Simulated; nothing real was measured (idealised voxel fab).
The following process module bears the name voxel fin reveal.
cross-section cut | 275 nm wide | cells 5 nm
A cross-section in this document is a grid of square cells, and it is written down as bands, the top band listed before the ones below it; a band is made up of one or more rows of cells.
Each band's line starts with the height of the band's top and of its bottom, in nm. Then come its materials from left to right, each with its width in nm. One material with "full width" fills the band from edge to edge. "empty" is empty space.
Basically, 0 is our baseline, since under it the wafer straight out of the box is all one material. The bottom band has no lower end and keeps on going down, so it looks like "0 nm and below".
It should be noted that a width expressed as "30 to 40" varies in equal increments from row to row of cells within the band, taking the value of the first number at the top row and that of the second number at the bottom row.
It should be understood that the words "no alteration", when stated for a given step, signify that the cross-section underwent no change in any of its cells during that step.
"Closed internal cavities" means: voids of 8 cells or more that are shut off from the top with no open way through. Written width x height at distance, distance from the left edge, in nm.
Heads up: the bit after the settings on a step's line is the simulator's remark on that step.
What "overlay nm" on a step's line means: if the step has a mask, that mask lay this far to the right of its planned place, or, when the value is negative, to the left.
## Intended process steps
1: RECEIVE (material Si)
2: CONFORMAL_DEP (material SiN; thk nm 5)
3: PATTERN (tone cover; mask id FINS; material resist; width nm 15; pitch nm 35; thk nm 20; overlay nm 0)
4: DIRECTIONAL_ETCH (etch materials SiN; depth nm 5)
5: DIRECTIONAL_ETCH (etch materials Si; depth nm 40)
6: STRIP (etch materials resist)
7: OXIDIZE (depth nm 5)
8: FILL_DEP (material SiO2; thk nm 15)
9: CMP (height nm 5)
10: SELECTIVE_ETCH (etch materials SiO2; depth nm 35)
11: STRIP (etch materials SiN)
## Cross-section, incoming material, after step 1
    0 nm and below  Si full width
    Closed internal cavities: none
## Below is the wafer in cross-section after the module was completed. It began from the starting point shown above and followed the plan shown above, except that one mistake was made while running it
    0 nm to -40 nm  115 of empty, 5 of Si, 30 of empty, 5 of Si, 120 of empty
    -40 nm to -45 nm  115 of SiO2, 5 of Si, 30 of SiO2, 5 of Si, 120 of SiO2
    -45 nm and below  Si full width
    Closed internal cavities: none
What was done differently from what was planned? step 10 did not use the planned setting and instead ran as SELECTIVE_ETCH (etch materials SiO2; depth nm 45)
